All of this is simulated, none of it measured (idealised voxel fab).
process module | voxel released beams
cross-section cut | 145 nm wide | cells 5 nm
A cross-section is a grid of square cells, given in bands from the top down. A band is one or more rows of cells.
Each band's line starts with the height of the band's top and of its bottom, in nm. Then come its materials from left to right, each with its width in nm. One material with "throughout" fills the band from edge to edge. "air" is empty space.
Height 0 is the level under which the wafer as received is all one material. The lowest band goes on downwards, as in "0 down".
A width such as "30 to 40" changes by the same amount from each row of cells to the next, from the band's top row to its bottom row.
"no change" after a step means that no cell of the cross-section changed.
closed voids: empty space of 8 cells or more with no open way to the top, each as width x height at its distance from the left edge, in nm
after a step's settings: what the simulator itself notes on the step
overlay nm, on a step with a mask: how far to the right of its planned place the mask lay; to the left if negative
plan
1 op RECEIVE | material Si
2 op CONFORMAL_DEP | material Al2O3 | thk nm 5
3 op DIRECTIONAL_DEP | material SiO2 | thk nm 20
4 op MASKED_ETCH | tone open | mask id ANCHOR | width nm 45 | etch materials SiO2 | depth nm 20 | overlay nm 0
5 op CONFORMAL_DEP | material polySi | thk nm 15
6 op MASKED_ETCH | tone cover | mask id BEAM | width nm 90 | etch materials polySi | depth nm 15 | overlay nm 0
7 op STRIP | etch materials SiO2
as received, after step 1
  0 down: Si throughout
  closed voids: none
a wafer at the end: this start, this plan, one mistake
  40 to 25: air 25 | polySi 90 | air 30
  25 to 5: polySi throughout
  5 to 0: Al2O3 throughout
  0 down: Si throughout
  closed voids: none
what went wrong: step 3 ran as: op DIRECTIONAL_DEP | material polySi | thk nm 20
